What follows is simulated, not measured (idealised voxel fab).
Name of the process module below: voxel spacer lines
In the cross-section labelled cut, the width is 270 nm and each square cell is 5 nm.
Think of the cross-section as a grid of square cells. We describe it in bands, top to bottom, and each band covers one or more rows of those cells.
The entry gives the band's vertical extent as a top height and a bottom height in nm, then its horizontal make-up as materials from left to right, each with a width in nm. "air" stands for empty space; a single material marked "full width" fills the band edge to edge.
Height 0 is the level under which the wafer as received is all one material. The lowest band goes on downwards, as in "0..down".
Think of "30 to 40" as a width that walks from the first number to the second as you go down the band, top row to bottom row, taking equal-sized steps from row to row.
"remains unaltered", as given for a step, is the statement that not any cell of the cross-section underwent a change during that step.
If an empty space has no open way to the top and is at least 8 cells in size, "Voids, sealed" lists it, written width x height at distance, where distance is measured from the left edge and every value is in nm.
Text after the settings on a step's line: the simulator's own remark on that step.
If you see "overlay nm" on a step's line and that step has a mask, it's telling you how far right of where it was planned the mask ended up; a negative number means it went left instead.

# Intended process steps
1: RECEIVE, material Si
2: CONFORMAL_DEP, material Al2O3, thk nm 10
3: DIRECTIONAL_DEP, material polySi, thk nm 20
4: DIRECTIONAL_DEP, material aC, thk nm 25
5: PATTERN, tone cover, mask id MANDREL, material resist, width nm 25, pitch nm 80, thk nm 35, overlay nm 0
6: DIRECTIONAL_ETCH, etch materials aC, depth nm 25
7: STRIP, etch materials resist
8: CONFORMAL_DEP, material SiN, thk nm 15
9: DIRECTIONAL_ETCH, etch materials SiN, depth nm 15
10: STRIP, etch materials aC
11: DIRECTIONAL_ETCH, etch materials polySi, depth nm 20
12: STRIP, etch materials SiN

# So, the first of our two wafers, run just as we planned it

# Wafer at receipt (post step 1), cross-section
  0..down  Si full width
  Voids, sealed: none

# Cross-sectional representation of the wafer at the conclusion of step 2
  10..0  Al2O3 full width
  Note: structure below 0 unchanged.

# Cross-sectional representation of the wafer at the conclusion of step 3
  30..10  polySi full width
  Note: structure below 10 unchanged.

# Cross-sectional representation of the wafer at the conclusion of step 4
  55..30  aC full width
  Note: structure below 30 unchanged.

# Cross-sectional representation of the wafer at the conclusion of step 5
  90..55  air 80 nm, resist 25 nm, air 55 nm, resist 25 nm, air 85 nm
  Note: structure below 55 unchanged.

# Cross-sectional representation of the wafer at the conclusion of step 6
  65..55  air 80 nm, resist 25 nm, air 55 nm, resist 25 nm, air 85 nm
  55..30  air 80 nm, aC 25 nm, air 55 nm, aC 25 nm, air 85 nm
  Note: structure below 30 unchanged.

# Cross-sectional representation of the wafer at the conclusion of step 7
  55..30  air 80 nm, aC 25 nm, air 55 nm, aC 25 nm, air 85 nm
  Note: structure below 30 unchanged.

# Cross-sectional representation of the wafer at the conclusion of step 8
  70..55  air 65 nm, SiN 55 nm, air 25 nm, SiN 55 nm, air 70 nm
  55..45  air 65 nm, SiN 15 nm, aC 25 nm, SiN 15 nm, air 25 nm, SiN 15 nm, aC 25 nm, SiN 15 nm, air 70 nm
  45..30  SiN 80 nm, aC 25 nm, SiN 55 nm, aC 25 nm, SiN 85 nm
  Note: structure below 30 unchanged.

# Cross-sectional representation of the wafer at the conclusion of step 9
  55..30  air 65 nm, SiN 15 nm, aC 25 nm, SiN 15 nm, air 25 nm, SiN 15 nm, aC 25 nm, SiN 15 nm, air 70 nm
  Note: structure below 30 unchanged.

# Cross-sectional representation of the wafer at the conclusion of step 10
  55..30  air 65 nm, SiN 15 nm, air 25 nm, SiN 15 nm, air 25 nm, SiN 15 nm, air 25 nm, SiN 15 nm, air 70 nm
  Note: structure below 30 unchanged.

# Cross-sectional representation of the wafer at the conclusion of step 11
  55..30  air 65 nm, SiN 15 nm, air 25 nm, SiN 15 nm, air 25 nm, SiN 15 nm, air 25 nm, SiN 15 nm, air 70 nm
  30..10  air 65 nm, polySi 15 nm, air 25 nm, polySi 15 nm, air 25 nm, polySi 15 nm, air 25 nm, polySi 15 nm, air 70 nm
  Note: structure below 10 unchanged.

# Cross-sectional representation of the wafer at the conclusion of step 12
  30..10  air 65 nm, polySi 15 nm, air 25 nm, polySi 15 nm, air 25 nm, polySi 15 nm, air 25 nm, polySi 15 nm, air 70 nm
  Note: structure below 10 unchanged.

# second wafer: like start, like plan, one mistake. Through step 2 it matches the first wafer

# Planned end of step 3: second wafer, cross-section
  35..10  aC full width
  Note: structure below 10 unchanged.

# Planned end of step 4: second wafer, cross-section
  55..35  polySi full width
  Note: structure below 35 unchanged.

# Planned end of step 5: second wafer, cross-section
  90..55  air 80 nm, resist 25 nm, air 55 nm, resist 25 nm, air 85 nm
  Note: structure below 55 unchanged.

# Planned end of step 6: second wafer, cross-section
  65..55  air 80 nm, resist 25 nm, air 55 nm, resist 25 nm, air 85 nm
  Note: structure below 55 unchanged.

# Planned end of step 7: second wafer, cross-section
  55..35  polySi full width
  Note: structure below 35 unchanged.

# Planned end of step 8: second wafer, cross-section
  70..55  SiN full width
  Note: structure below 55 unchanged.

# Planned end of step 9: second wafer, cross-section
  55..35  polySi full width
  Note: structure below 35 unchanged.

Planned end of step 10: second wafer, cross-section: remains unaltered

# Planned end of step 11: second wafer, cross-section
  35..10  aC full width
  Note: structure below 10 unchanged.

Planned end of step 12: second wafer, cross-section: remains unaltered
Plan not followed: contrary to the plan, steps 3 and 4 were processed in exchanged order
Wrapping up, a cell-based count of both wafers puts the second over or under the first for these materials: aC: 270 more | polySi: 48 fewer
